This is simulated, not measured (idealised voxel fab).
process module | voxel transistor to metal
cross-section cut | 300 nm wide | cells 5 nm
A cross-section is a grid of square cells, given in bands from the top down. A band is one or more rows of cells.
Each band's line starts with the height of the band's top and of its bottom, in nm. Then come its materials from left to right, each with its width in nm. One material with "throughout" fills the band from edge to edge. "air" is empty space.
Height 0 is the level under which the wafer as received is all one material. The lowest band goes on downwards, as in "0 down".
A width such as "30 to 40" changes by the same amount from each row of cells to the next, from the band's top row to its bottom row.
"no change" after a step means that no cell of the cross-section changed.
closed voids: empty space of 8 cells or more with no open way to the top, each as width x height at its distance from the left edge, in nm
after a step's settings: what the simulator itself notes on the step
overlay nm, on a step with a mask: how far to the right of its planned place the mask lay; to the left if negative
plan
1 op RECEIVE | material Si
2 op CONFORMAL_DEP | material SiO2 | thk nm 5
3 op CONFORMAL_DEP | material SiN | thk nm 15
4 op PATTERN | tone cover | mask id ACTIVE | material resist | width nm 115 | pitch nm 145 | thk nm 20 | overlay nm 0
5 op DIRECTIONAL_ETCH | etch materials SiN | depth nm 15
6 op DIRECTIONAL_ETCH | etch materials SiO2 | depth nm 5
7 op DIRECTIONAL_ETCH | etch materials Si | depth nm 25
8 op STRIP | etch materials resist
9 op OXIDIZE | depth nm 5
10 op FILL_DEP | material SiO2 | thk nm 10
11 op CMP | height nm 20
12 op SELECTIVE_ETCH | etch materials SiO2 | depth nm 5
13 op STRIP | etch materials SiN
14 op SELECTIVE_ETCH | etch materials SiO2 | depth nm 5
15 op OXIDIZE | depth nm 5
16 op DIRECTIONAL_DEP | material polySi | thk nm 25
17 op DIRECTIONAL_DEP | material SiCN | thk nm 10
18 op MASKED_ETCH | tone cover | mask id GATE | width nm 25 | pitch nm 145 | etch materials SiCN | depth nm 20 | overlay nm 0
19 op MASKED_ETCH | tone cover | mask id GATE | width nm 25 | pitch nm 145 | etch materials polySi | depth nm 35 | overlay nm 0
20 op CONFORMAL_DEP | material SiN | thk nm 10
21 op DIRECTIONAL_ETCH | etch materials SiN | depth nm 10
22 op DIRECTIONAL_ETCH | etch materials SiO2 | depth nm 5
23 op DIRECTIONAL_ETCH | etch materials Si | depth nm 15
24 op EPI | material nSi | thk nm 20
25 op FILL_DEP | material SiO2 | thk nm 10
26 op CMP | height nm 35
27 op DIRECTIONAL_DEP | material SiO2 | thk nm 10
28 op MASKED_ETCH | tone open | mask id CONTACT | width nm 30 | etch materials SiO2 | depth nm 45 | overlay nm 0
29 op CONFORMAL_DEP | material TiN | thk nm 5
30 op FILL_DEP | material Ru | thk nm 5
31 op CMP | height nm 45
32 op DIRECTIONAL_DEP | material TiN | thk nm 5
33 op DIRECTIONAL_DEP | material W | thk nm 15
34 op PATTERN | tone cover | mask id METAL_1 | material resist | width nm 20 | thk nm 15 | overlay nm 0
35 op DIRECTIONAL_ETCH | etch materials W | depth nm 15
36 op DIRECTIONAL_ETCH | etch materials TiN | depth nm 5
37 op STRIP | etch materials resist
38 op FILL_DEP | material lowk | thk nm 10
39 op CMP | height nm 65
40 op CONFORMAL_DEP | material SiCN | thk nm 5
41 op DIRECTIONAL_DEP | material SiO2 | thk nm 30
42 op PATTERN | tone open | mask id METAL_2_HOLES | material resist | width nm 15 | pitch nm 145 | thk nm 20 | overlay nm 0
43 op DIRECTIONAL_ETCH | etch materials SiO2 | depth nm 30
44 op STRIP | etch materials resist
45 op PATTERN | tone open | mask id METAL_2 | material resist | width nm 20 | pitch nm 145 | thk nm 20 | overlay nm 0
46 op DIRECTIONAL_ETCH | etch materials SiO2 | depth nm 15
47 op DIRECTIONAL_ETCH | etch materials SiCN | depth nm 5
48 op STRIP | etch materials resist
49 op CONFORMAL_DEP | material TiN | thk nm 5
50 op FILL_DEP | material Cu | thk nm 5
51 op CMP | height nm 100
52 op CONFORMAL_DEP | material SiCN | thk nm 5
first wafer, as planned
as received, after step 1
  0 down: Si throughout
  closed voids: none
after step 2
  5 to 0: SiO2 throughout
  below 0: unchanged
after step 3
  20 to 5: SiN throughout
  below 5: unchanged
after step 4
  40 to 20: air 20 | resist 115 | air 30 | resist 115 | air 20
  below 20: unchanged
after step 5
  40 to 20: air 20 | resist 115 | air 30 | resist 115 | air 20
  20 to 5: air 20 | SiN 115 | air 30 | SiN 115 | air 20
  below 5: unchanged
after step 6
  40 to 20: air 20 | resist 115 | air 30 | resist 115 | air 20
  20 to 5: air 20 | SiN 115 | air 30 | SiN 115 | air 20
  5 to 0: air 20 | SiO2 115 | air 30 | SiO2 115 | air 20
  below 0: unchanged
after step 7
  40 to 20: air 20 | resist 115 | air 30 | resist 115 | air 20
  20 to 5: air 20 | SiN 115 | air 30 | SiN 115 | air 20
  5 to 0: air 20 | SiO2 115 | air 30 | SiO2 115 | air 20
  0 to -25: air 20 | Si 115 | air 30 | Si 115 | air 20
  below -25: unchanged
after step 8
  20 to 5: air 20 | SiN 115 | air 30 | SiN 115 | air 20
  below 5: unchanged
after step 9
  20 to 5: air 20 | SiN 115 | air 30 | SiN 115 | air 20
  5 to 0: air 20 | SiO2 115 | air 30 | SiO2 115 | air 20
  0 to -25: air 20 | SiO2 5 | Si 105 | SiO2 5 | air 30 | SiO2 5 | Si 105 | SiO2 5 | air 20
  -25 to -30: SiO2 25 | Si 105 | SiO2 40 | Si 105 | SiO2 25
  below -30: unchanged
after step 10
  30 to 20: SiO2 throughout
  20 to 5: SiO2 20 | SiN 115 | SiO2 30 | SiN 115 | SiO2 20
  5 to 0: SiO2 throughout
  0 to -30: SiO2 25 | Si 105 | SiO2 40 | Si 105 | SiO2 25
  below -30: unchanged
after step 11
  20 to 5: SiO2 20 | SiN 115 | SiO2 30 | SiN 115 | SiO2 20
  below 5: unchanged
after step 12
  20 to 15: air 20 | SiN 115 | air 30 | SiN 115 | air 20
  below 15: unchanged
after step 13
  15 to 5: SiO2 20 | air 115 | SiO2 30 | air 115 | SiO2 20
  below 5: unchanged
after step 14
  10 to 0: SiO2 15 | air 125 | SiO2 20 | air 125 | SiO2 15
  below 0: unchanged
after step 15
  10 to 0: SiO2 15 | air 125 | SiO2 20 | air 125 | SiO2 15
  0 to -5: SiO2 throughout
  below -5: unchanged
after step 16
  35 to 25: polySi 15 | air 125 | polySi 20 | air 125 | polySi 15
  25 to 10: polySi throughout
  10 to 0: SiO2 15 | polySi 125 | SiO2 20 | polySi 125 | SiO2 15
  below 0: unchanged
after step 17
  45 to 35: SiCN 15 | air 125 | SiCN 20 | air 125 | SiCN 15
  35 to 25: polySi 15 | SiCN 125 | polySi 20 | SiCN 125 | polySi 15
  below 25: unchanged
after step 18
  35 to 25: polySi 15 | air 50 | SiCN 25 | air 50 | polySi 20 | air 50 | SiCN 25 | air 50 | polySi 15
  below 25: unchanged
after step 19
  35 to 25: air 65 | SiCN 25 | air 120 | SiCN 25 | air 65
  25 to 10: air 65 | polySi 25 | air 120 | polySi 25 | air 65
  10 to 0: SiO2 15 | air 50 | polySi 25 | air 50 | SiO2 20 | air 50 | polySi 25 | air 50 | SiO2 15
  below 0: unchanged
after step 20
  45 to 35: air 55 | SiN 45 | air 100 | SiN 45 | air 55
  35 to 25: air 55 | SiN 10 | SiCN 25 | SiN 10 | air 100 | SiN 10 | SiCN 25 | SiN 10 | air 55
  25 to 20: air 55 | SiN 10 | polySi 25 | SiN 10 | air 100 | SiN 10 | polySi 25 | SiN 10 | air 55
  20 to 10: SiN 25 | air 30 | SiN 10 | polySi 25 | SiN 10 | air 30 | SiN 40 | air 30 | SiN 10 | polySi 25 | SiN 10 | air 30 | SiN 25
  10 to 0: SiO2 15 | SiN 50 | polySi 25 | SiN 50 | SiO2 20 | SiN 50 | polySi 25 | SiN 50 | SiO2 15
  below 0: unchanged
after step 21
  35 to 25: air 55 | SiN 10 | SiCN 25 | SiN 10 | air 100 | SiN 10 | SiCN 25 | SiN 10 | air 55
  25 to 10: air 55 | SiN 10 | polySi 25 | SiN 10 | air 100 | SiN 10 | polySi 25 | SiN 10 | air 55
  10 to 0: SiO2 15 | SiN 10 | air 30 | SiN 10 | polySi 25 | SiN 10 | air 30 | SiN 10 | SiO2 20 | SiN 10 | air 30 | SiN 10 | polySi 25 | SiN 10 | air 30 | SiN 10 | SiO2 15
  below 0: unchanged
after step 22
  35 to 25: air 55 | SiN 10 | SiCN 25 | SiN 10 | air 100 | SiN 10 | SiCN 25 | SiN 10 | air 55
  25 to 10: air 55 | SiN 10 | polySi 25 | SiN 10 | air 100 | SiN 10 | polySi 25 | SiN 10 | air 55
  10 to 5: air 15 | SiN 10 | air 30 | SiN 10 | polySi 25 | SiN 10 | air 30 | SiN 10 | air 20 | SiN 10 | air 30 | SiN 10 | polySi 25 | SiN 10 | air 30 | SiN 10 | air 15
  5 to 0: SiO2 15 | SiN 10 | air 30 | SiN 10 | polySi 25 | SiN 10 | air 30 | SiN 10 | SiO2 20 | SiN 10 | air 30 | SiN 10 | polySi 25 | SiN 10 | air 30 | SiN 10 | SiO2 15
  0 to -5: SiO2 25 | air 30 | SiO2 45 | air 30 | SiO2 40 | air 30 | SiO2 45 | air 30 | SiO2 25
  below -5: unchanged
after step 23
  35 to 25: air 55 | SiN 10 | SiCN 25 | SiN 10 | air 100 | SiN 10 | SiCN 25 | SiN 10 | air 55
  25 to 10: air 55 | SiN 10 | polySi 25 | SiN 10 | air 100 | SiN 10 | polySi 25 | SiN 10 | air 55
  10 to 5: air 15 | SiN 10 | air 30 | SiN 10 | polySi 25 | SiN 10 | air 30 | SiN 10 | air 20 | SiN 10 | air 30 | SiN 10 | polySi 25 | SiN 10 | air 30 | SiN 10 | air 15
  5 to 0: SiO2 15 | SiN 10 | air 30 | SiN 10 | polySi 25 | SiN 10 | air 30 | SiN 10 | SiO2 20 | SiN 10 | air 30 | SiN 10 | polySi 25 | SiN 10 | air 30 | SiN 10 | SiO2 15
  0 to -5: SiO2 25 | air 30 | SiO2 45 | air 30 | SiO2 40 | air 30 | SiO2 45 | air 30 | SiO2 25
  -5 to -20: SiO2 25 | air 30 | Si 45 | air 30 | SiO2 40 | air 30 | Si 45 | air 30 | SiO2 25
  below -20: unchanged
after step 24
  35 to 25: air 55 | SiN 10 | SiCN 25 | SiN 10 | air 100 | SiN 10 | SiCN 25 | SiN 10 | air 55
  25 to 15: air 55 | SiN 10 | polySi 25 | SiN 10 | air 100 | SiN 10 | polySi 25 | SiN 10 | air 55
  15 to 10: air 35 | nSi 20 | SiN 10 | polySi 25 | SiN 10 | nSi 20 | air 60 | nSi 20 | SiN 10 | polySi 25 | SiN 10 | nSi 20 | air 35
  10 to 5: air 15 | SiN 10 | air 10 | nSi 20 | SiN 10 | polySi 25 | SiN 10 | nSi 20 | air 10 | SiN 10 | air 20 | SiN 10 | air 10 | nSi 20 | SiN 10 | polySi 25 | SiN 10 | nSi 20 | air 10 | SiN 10 | air 15
  5 to 0: SiO2 15 | SiN 10 | air 10 | nSi 20 | SiN 10 | polySi 25 | SiN 10 | nSi 20 | air 10 | SiN 10 | SiO2 20 | SiN 10 | air 10 | nSi 20 | SiN 10 | polySi 25 | SiN 10 | nSi 20 | air 10 | SiN 10 | SiO2 15
  0 to -5: SiO2 25 | nSi 30 | SiO2 45 | nSi 30 | SiO2 40 | nSi 30 | SiO2 45 | nSi 30 | SiO2 25
  -5 to -20: SiO2 25 | nSi 30 | Si 45 | nSi 30 | SiO2 40 | nSi 30 | Si 45 | nSi 30 | SiO2 25
  below -20: unchanged
after step 25
  45 to 35: SiO2 throughout
  35 to 25: SiO2 55 | SiN 10 | SiCN 25 | SiN 10 | SiO2 100 | SiN 10 | SiCN 25 | SiN 10 | SiO2 55
  25 to 15: SiO2 55 | SiN 10 | polySi 25 | SiN 10 | SiO2 100 | SiN 10 | polySi 25 | SiN 10 | SiO2 55
  15 to 10: SiO2 35 | nSi 20 | SiN 10 | polySi 25 | SiN 10 | nSi 20 | SiO2 60 | nSi 20 | SiN 10 | polySi 25 | SiN 10 | nSi 20 | SiO2 35
  10 to 0: SiO2 15 | SiN 10 | SiO2 10 | nSi 20 | SiN 10 | polySi 25 | SiN 10 | nSi 20 | SiO2 10 | SiN 10 | SiO2 20 | SiN 10 | SiO2 10 | nSi 20 | SiN 10 | polySi 25 | SiN 10 | nSi 20 | SiO2 10 | SiN 10 | SiO2 15
  below 0: unchanged
after step 26
  35 to 25: SiO2 55 | SiN 10 | SiCN 25 | SiN 10 | SiO2 100 | SiN 10 | SiCN 25 | SiN 10 | SiO2 55
  below 25: unchanged
after step 27
  45 to 35: SiO2 throughout
  below 35: unchanged
after step 28
  45 to 35: SiO2 30 | air 30 | SiO2 35 | air 30 | SiO2 50 | air 30 | SiO2 35 | air 30 | SiO2 30
  35 to 25: SiO2 30 | air 25 | SiN 10 | SiCN 25 | SiN 10 | air 25 | SiO2 50 | air 25 | SiN 10 | SiCN 25 | SiN 10 | air 25 | SiO2 30
  25 to 15: SiO2 30 | air 25 | SiN 10 | polySi 25 | SiN 10 | air 25 | SiO2 50 | air 25 | SiN 10 | polySi 25 | SiN 10 | air 25 | SiO2 30
  15 to 10: SiO2 30 | air 5 | nSi 20 | SiN 10 | polySi 25 | SiN 10 | nSi 20 | air 5 | SiO2 50 | air 5 | nSi 20 | SiN 10 | polySi 25 | SiN 10 | nSi 20 | air 5 | SiO2 30
  10 to 0: SiO2 15 | SiN 10 | SiO2 5 | air 5 | nSi 20 | SiN 10 | polySi 25 | SiN 10 | nSi 20 | air 5 | SiO2 5 | SiN 10 | SiO2 20 | SiN 10 | SiO2 5 | air 5 | nSi 20 | SiN 10 | polySi 25 | SiN 10 | nSi 20 | air 5 | SiO2 5 | SiN 10 | SiO2 15
  below 0: unchanged
after step 29
  50 to 45: TiN 35 | air 20 | TiN 45 | air 20 | TiN 60 | air 20 | TiN 45 | air 20 | TiN 35
  45 to 35: SiO2 30 | TiN 5 | air 20 to 15 | TiN 5 to 10 | SiO2 35 | TiN 5 to 10 | air 20 to 15 | TiN 5 | SiO2 50 | TiN 5 | air 20 to 15 | TiN 5 to 10 | SiO2 35 | TiN 5 to 10 | air 20 to 15 | TiN 5 | SiO2 30
  35 to 25: SiO2 30 | TiN 5 | air 15 | TiN 5 | SiN 10 | SiCN 25 | SiN 10 | TiN 5 | air 15 | TiN 5 | SiO2 50 | TiN 5 | air 15 | TiN 5 | SiN 10 | SiCN 25 | SiN 10 | TiN 5 | air 15 | TiN 5 | SiO2 30
  25 to 20: SiO2 30 | TiN 5 | air 15 | TiN 5 | SiN 10 | polySi 25 | SiN 10 | TiN 5 | air 15 | TiN 5 | SiO2 50 | TiN 5 | air 15 | TiN 5 | SiN 10 | polySi 25 | SiN 10 | TiN 5 | air 15 | TiN 5 | SiO2 30
  20 to 15: SiO2 30 | TiN 25 | SiN 10 | polySi 25 | SiN 10 | TiN 25 | SiO2 50 | TiN 25 | SiN 10 | polySi 25 | SiN 10 | TiN 25 | SiO2 30
  15 to 10: SiO2 30 | TiN 5 | nSi 20 | SiN 10 | polySi 25 | SiN 10 | nSi 20 | TiN 5 | SiO2 50 | TiN 5 | nSi 20 | SiN 10 | polySi 25 | SiN 10 | nSi 20 | TiN 5 | SiO2 30
  10 to 0: SiO2 15 | SiN 10 | SiO2 5 | TiN 5 | nSi 20 | SiN 10 | polySi 25 | SiN 10 | nSi 20 | TiN 5 | SiO2 5 | SiN 10 | SiO2 20 | SiN 10 | SiO2 5 | TiN 5 | nSi 20 | SiN 10 | polySi 25 | SiN 10 | nSi 20 | TiN 5 | SiO2 5 | SiN 10 | SiO2 15
  below 0: unchanged
after step 30
  55 to 50: Ru throughout
  50 to 45: TiN 35 | Ru 20 | TiN 45 | Ru 20 | TiN 60 | Ru 20 | TiN 45 | Ru 20 | TiN 35
  45 to 35: SiO2 30 | TiN 5 | Ru 20 to 15 | TiN 5 to 10 | SiO2 35 | TiN 5 to 10 | Ru 20 to 15 | TiN 5 | SiO2 50 | TiN 5 | Ru 20 to 15 | TiN 5 to 10 | SiO2 35 | TiN 5 to 10 | Ru 20 to 15 | TiN 5 | SiO2 30
  35 to 25: SiO2 30 | TiN 5 | Ru 15 | TiN 5 | SiN 10 | SiCN 25 | SiN 10 | TiN 5 | Ru 15 | TiN 5 | SiO2 50 | TiN 5 | Ru 15 | TiN 5 | SiN 10 | SiCN 25 | SiN 10 | TiN 5 | Ru 15 | TiN 5 | SiO2 30
  25 to 20: SiO2 30 | TiN 5 | Ru 15 | TiN 5 | SiN 10 | polySi 25 | SiN 10 | TiN 5 | Ru 15 | TiN 5 | SiO2 50 | TiN 5 | Ru 15 | TiN 5 | SiN 10 | polySi 25 | SiN 10 | TiN 5 | Ru 15 | TiN 5 | SiO2 30
  below 20: unchanged
after step 31
  45 to 35: SiO2 30 | TiN 5 | Ru 20 to 15 | TiN 5 to 10 | SiO2 35 | TiN 5 to 10 | Ru 20 to 15 | TiN 5 | SiO2 50 | TiN 5 | Ru 20 to 15 | TiN 5 to 10 | SiO2 35 | TiN 5 to 10 | Ru 20 to 15 | TiN 5 | SiO2 30
  below 35: unchanged
after step 32
  50 to 45: TiN throughout
  below 45: unchanged
after step 33
  65 to 50: W throughout
  below 50: unchanged
after step 34
  80 to 65: air 30 | resist 20 | air 55 | resist 20 | air 50 | resist 20 | air 55 | resist 20 | air 30
  below 65: unchanged
after step 35
  80 to 65: air 30 | resist 20 | air 55 | resist 20 | air 50 | resist 20 | air 55 | resist 20 | air 30
  65 to 50: air 30 | W 20 | air 55 | W 20 | air 50 | W 20 | air 55 | W 20 | air 30
  below 50: unchanged
after step 36
  80 to 65: air 30 | resist 20 | air 55 | resist 20 | air 50 | resist 20 | air 55 | resist 20 | air 30
  65 to 50: air 30 | W 20 | air 55 | W 20 | air 50 | W 20 | air 55 | W 20 | air 30
  50 to 45: air 30 | TiN 20 | air 55 | TiN 20 | air 50 | TiN 20 | air 55 | TiN 20 | air 30
  below 45: unchanged
after step 37
  65 to 50: air 30 | W 20 | air 55 | W 20 | air 50 | W 20 | air 55 | W 20 | air 30
  below 50: unchanged
after step 38
  75 to 65: lowk throughout
  65 to 50: lowk 30 | W 20 | lowk 55 | W 20 | lowk 50 | W 20 | lowk 55 | W 20 | lowk 30
  50 to 45: lowk 30 | TiN 20 | lowk 55 | TiN 20 | lowk 50 | TiN 20 | lowk 55 | TiN 20 | lowk 30
  below 45: unchanged
after step 39
  65 to 50: lowk 30 | W 20 | lowk 55 | W 20 | lowk 50 | W 20 | lowk 55 | W 20 | lowk 30
  below 50: unchanged
after step 40
  70 to 65: SiCN throughout
  below 65: unchanged
after step 41
  100 to 70: SiO2 throughout
  below 70: unchanged
after step 42
  120 to 100: resist 30 | air 15 | resist 130 | air 15 | resist 110
  below 100: unchanged
after step 43
  120 to 100: resist 30 | air 15 | resist 130 | air 15 | resist 110
  100 to 70: SiO2 30 | air 15 | SiO2 130 | air 15 | SiO2 110
  below 70: unchanged
after step 44
  100 to 70: SiO2 30 | air 15 | SiO2 130 | air 15 | SiO2 110
  below 70: unchanged
after step 45
  120 to 100: resist 30 | air 20 | resist 125 | air 20 | resist 105
  below 100: unchanged
after step 46
  120 to 100: resist 30 | air 20 | resist 125 | air 20 | resist 105
  100 to 85: SiO2 30 | air 20 | SiO2 125 | air 20 | SiO2 105
  below 85: unchanged
after step 47
  120 to 100: resist 30 | air 20 | resist 125 | air 20 | resist 105
  100 to 85: SiO2 30 | air 20 | SiO2 125 | air 20 | SiO2 105
  85 to 70: SiO2 30 | air 15 | SiO2 130 | air 15 | SiO2 110
  70 to 65: SiCN 30 | air 15 | SiCN 130 | air 15 | SiCN 110
  below 65: unchanged
after step 48
  100 to 85: SiO2 30 | air 20 | SiO2 125 | air 20 | SiO2 105
  below 85: unchanged
after step 49
  105 to 100: TiN 35 | air 10 | TiN 135 | air 10 | TiN 110
  100 to 90: SiO2 30 | TiN 5 | air 10 | TiN 5 | SiO2 125 | TiN 5 | air 10 | TiN 5 | SiO2 105
  90 to 85: SiO2 30 | TiN 5 | air 5 | TiN 10 | SiO2 125 | TiN 5 | air 5 | TiN 10 | SiO2 105
  85 to 70: SiO2 30 | TiN 5 | air 5 | TiN 5 | SiO2 130 | TiN 5 | air 5 | TiN 5 | SiO2 110
  70 to 65: SiCN 30 | TiN 15 | SiCN 130 | TiN 15 | SiCN 110
  below 65: unchanged
after step 50
  110 to 105: Cu throughout
  105 to 100: TiN 35 | Cu 10 | TiN 135 | Cu 10 | TiN 110
  100 to 90: SiO2 30 | TiN 5 | Cu 10 | TiN 5 | SiO2 125 | TiN 5 | Cu 10 | TiN 5 | SiO2 105
  90 to 85: SiO2 30 | TiN 5 | Cu 5 | TiN 10 | SiO2 125 | TiN 5 | Cu 5 | TiN 10 | SiO2 105
  85 to 70: SiO2 30 | TiN 5 | Cu 5 | TiN 5 | SiO2 130 | TiN 5 | Cu 5 | TiN 5 | SiO2 110
  below 70: unchanged
after step 51
  100 to 90: SiO2 30 | TiN 5 | Cu 10 | TiN 5 | SiO2 125 | TiN 5 | Cu 10 | TiN 5 | SiO2 105
  below 90: unchanged
after step 52
  105 to 100: SiCN throughout
  below 100: unchanged
second wafer: like start, like plan, one mistake. Through step 26 it matches the first wafer
when step 27 should have ended
  40 to 35: SiO2 throughout
  below 35: unchanged
when step 28 should have ended
  40 to 35: SiO2 30 | air 30 | SiO2 35 | air 30 | SiO2 50 | air 30 | SiO2 35 | air 30 | SiO2 30
  35 to 25: SiO2 30 | air 25 | SiN 10 | SiCN 25 | SiN 10 | air 25 | SiO2 50 | air 25 | SiN 10 | SiCN 25 | SiN 10 | air 25 | SiO2 30
  25 to 15: SiO2 30 | air 25 | SiN 10 | polySi 25 | SiN 10 | air 25 | SiO2 50 | air 25 | SiN 10 | polySi 25 | SiN 10 | air 25 | SiO2 30
  15 to 10: SiO2 30 | air 5 | nSi 20 | SiN 10 | polySi 25 | SiN 10 | nSi 20 | air 5 | SiO2 50 | air 5 | nSi 20 | SiN 10 | polySi 25 | SiN 10 | nSi 20 | air 5 | SiO2 30
  10 to 0: SiO2 15 | SiN 10 | SiO2 5 | air 5 | nSi 20 | SiN 10 | polySi 25 | SiN 10 | nSi 20 | air 5 | SiO2 5 | SiN 10 | SiO2 20 | SiN 10 | SiO2 5 | air 5 | nSi 20 | SiN 10 | polySi 25 | SiN 10 | nSi 20 | air 5 | SiO2 5 | SiN 10 | SiO2 15
  below 0: unchanged
when step 29 should have ended
  45 to 40: TiN 35 | air 20 | TiN 45 | air 20 | TiN 60 | air 20 | TiN 45 | air 20 | TiN 35
  40 to 35: SiO2 30 | TiN 5 | air 15 | TiN 10 | SiO2 35 | TiN 10 | air 15 | TiN 5 | SiO2 50 | TiN 5 | air 15 | TiN 10 | SiO2 35 | TiN 10 | air 15 | TiN 5 | SiO2 30
  35 to 25: SiO2 30 | TiN 5 | air 15 | TiN 5 | SiN 10 | SiCN 25 | SiN 10 | TiN 5 | air 15 | TiN 5 | SiO2 50 | TiN 5 | air 15 | TiN 5 | SiN 10 | SiCN 25 | SiN 10 | TiN 5 | air 15 | TiN 5 | SiO2 30
  25 to 20: SiO2 30 | TiN 5 | air 15 | TiN 5 | SiN 10 | polySi 25 | SiN 10 | TiN 5 | air 15 | TiN 5 | SiO2 50 | TiN 5 | air 15 | TiN 5 | SiN 10 | polySi 25 | SiN 10 | TiN 5 | air 15 | TiN 5 | SiO2 30
  20 to 15: SiO2 30 | TiN 25 | SiN 10 | polySi 25 | SiN 10 | TiN 25 | SiO2 50 | TiN 25 | SiN 10 | polySi 25 | SiN 10 | TiN 25 | SiO2 30
  15 to 10: SiO2 30 | TiN 5 | nSi 20 | SiN 10 | polySi 25 | SiN 10 | nSi 20 | TiN 5 | SiO2 50 | TiN 5 | nSi 20 | SiN 10 | polySi 25 | SiN 10 | nSi 20 | TiN 5 | SiO2 30
  10 to 0: SiO2 15 | SiN 10 | SiO2 5 | TiN 5 | nSi 20 | SiN 10 | polySi 25 | SiN 10 | nSi 20 | TiN 5 | SiO2 5 | SiN 10 | SiO2 20 | SiN 10 | SiO2 5 | TiN 5 | nSi 20 | SiN 10 | polySi 25 | SiN 10 | nSi 20 | TiN 5 | SiO2 5 | SiN 10 | SiO2 15
  below 0: unchanged
when step 30 should have ended
  50 to 45: Ru throughout
  45 to 40: TiN 35 | Ru 20 | TiN 45 | Ru 20 | TiN 60 | Ru 20 | TiN 45 | Ru 20 | TiN 35
  40 to 35: SiO2 30 | TiN 5 | Ru 15 | TiN 10 | SiO2 35 | TiN 10 | Ru 15 | TiN 5 | SiO2 50 | TiN 5 | Ru 15 | TiN 10 | SiO2 35 | TiN 10 | Ru 15 | TiN 5 | SiO2 30
  35 to 25: SiO2 30 | TiN 5 | Ru 15 | TiN 5 | SiN 10 | SiCN 25 | SiN 10 | TiN 5 | Ru 15 | TiN 5 | SiO2 50 | TiN 5 | Ru 15 | TiN 5 | SiN 10 | SiCN 25 | SiN 10 | TiN 5 | Ru 15 | TiN 5 | SiO2 30
  25 to 20: SiO2 30 | TiN 5 | Ru 15 | TiN 5 | SiN 10 | polySi 25 | SiN 10 | TiN 5 | Ru 15 | TiN 5 | SiO2 50 | TiN 5 | Ru 15 | TiN 5 | SiN 10 | polySi 25 | SiN 10 | TiN 5 | Ru 15 | TiN 5 | SiO2 30
  below 20: unchanged
when step 31 should have ended
  45 to 40: TiN 35 | Ru 20 | TiN 45 | Ru 20 | TiN 60 | Ru 20 | TiN 45 | Ru 20 | TiN 35
  below 40: unchanged
when step 32 should have ended
  50 to 45: TiN throughout
  below 45: unchanged
when step 33 should have ended
  65 to 50: W throughout
  below 50: unchanged
when step 34 should have ended
  80 to 65: air 30 | resist 20 | air 55 | resist 20 | air 50 | resist 20 | air 55 | resist 20 | air 30
  below 65: unchanged
when step 35 should have ended
  80 to 65: air 30 | resist 20 | air 55 | resist 20 | air 50 | resist 20 | air 55 | resist 20 | air 30
  65 to 50: air 30 | W 20 | air 55 | W 20 | air 50 | W 20 | air 55 | W 20 | air 30
  below 50: unchanged
when step 36 should have ended
  80 to 65: air 30 | resist 20 | air 55 | resist 20 | air 50 | resist 20 | air 55 | resist 20 | air 30
  65 to 50: air 30 | W 20 | air 55 | W 20 | air 50 | W 20 | air 55 | W 20 | air 30
  50 to 45: air 30 | TiN 20 | air 55 | TiN 20 | air 50 | TiN 20 | air 55 | TiN 20 | air 30
  below 45: unchanged
when step 37 should have ended
  65 to 50: air 30 | W 20 | air 55 | W 20 | air 50 | W 20 | air 55 | W 20 | air 30
  below 50: unchanged
when step 38 should have ended
  75 to 65: lowk throughout
  65 to 50: lowk 30 | W 20 | lowk 55 | W 20 | lowk 50 | W 20 | lowk 55 | W 20 | lowk 30
  50 to 45: lowk 30 | TiN 20 | lowk 55 | TiN 20 | lowk 50 | TiN 20 | lowk 55 | TiN 20 | lowk 30
  below 45: unchanged
when step 39 should have ended
  65 to 50: lowk 30 | W 20 | lowk 55 | W 20 | lowk 50 | W 20 | lowk 55 | W 20 | lowk 30
  below 50: unchanged
when step 40 should have ended
  70 to 65: SiCN throughout
  below 65: unchanged
when step 41 should have ended
  100 to 70: SiO2 throughout
  below 70: unchanged
when step 42 should have ended
  120 to 100: resist 30 | air 15 | resist 130 | air 15 | resist 110
  below 100: unchanged
when step 43 should have ended
  120 to 100: resist 30 | air 15 | resist 130 | air 15 | resist 110
  100 to 70: SiO2 30 | air 15 | SiO2 130 | air 15 | SiO2 110
  below 70: unchanged
when step 44 should have ended
  100 to 70: SiO2 30 | air 15 | SiO2 130 | air 15 | SiO2 110
  below 70: unchanged
when step 45 should have ended
  120 to 100: resist 30 | air 20 | resist 125 | air 20 | resist 105
  below 100: unchanged
when step 46 should have ended
  120 to 100: resist 30 | air 20 | resist 125 | air 20 | resist 105
  100 to 85: SiO2 30 | air 20 | SiO2 125 | air 20 | SiO2 105
  below 85: unchanged
when step 47 should have ended
  120 to 100: resist 30 | air 20 | resist 125 | air 20 | resist 105
  100 to 85: SiO2 30 | air 20 | SiO2 125 | air 20 | SiO2 105
  85 to 70: SiO2 30 | air 15 | SiO2 130 | air 15 | SiO2 110
  70 to 65: SiCN 30 | air 15 | SiCN 130 | air 15 | SiCN 110
  below 65: unchanged
when step 48 should have ended
  100 to 85: SiO2 30 | air 20 | SiO2 125 | air 20 | SiO2 105
  below 85: unchanged
when step 49 should have ended
  105 to 100: TiN 35 | air 10 | TiN 135 | air 10 | TiN 110
  100 to 90: SiO2 30 | TiN 5 | air 10 | TiN 5 | SiO2 125 | TiN 5 | air 10 | TiN 5 | SiO2 105
  90 to 85: SiO2 30 | TiN 5 | air 5 | TiN 10 | SiO2 125 | TiN 5 | air 5 | TiN 10 | SiO2 105
  85 to 70: SiO2 30 | TiN 5 | air 5 | TiN 5 | SiO2 130 | TiN 5 | air 5 | TiN 5 | SiO2 110
  70 to 65: SiCN 30 | TiN 15 | SiCN 130 | TiN 15 | SiCN 110
  below 65: unchanged
when step 50 should have ended
  110 to 105: Cu throughout
  105 to 100: TiN 35 | Cu 10 | TiN 135 | Cu 10 | TiN 110
  100 to 90: SiO2 30 | TiN 5 | Cu 10 | TiN 5 | SiO2 125 | TiN 5 | Cu 10 | TiN 5 | SiO2 105
  90 to 85: SiO2 30 | TiN 5 | Cu 5 | TiN 10 | SiO2 125 | TiN 5 | Cu 5 | TiN 10 | SiO2 105
  85 to 70: SiO2 30 | TiN 5 | Cu 5 | TiN 5 | SiO2 130 | TiN 5 | Cu 5 | TiN 5 | SiO2 110
  below 70: unchanged
when step 51 should have ended
  100 to 90: SiO2 30 | TiN 5 | Cu 10 | TiN 5 | SiO2 125 | TiN 5 | Cu 10 | TiN 5 | SiO2 105
  below 90: unchanged
when step 52 should have ended
  105 to 100: SiCN throughout
  below 100: unchanged
what went wrong: step 27 ran as: op DIRECTIONAL_DEP | material SiO2 | thk nm 5
at the end the second wafer has, in cells: 36 fewer of SiO2 | 36 more of TiN
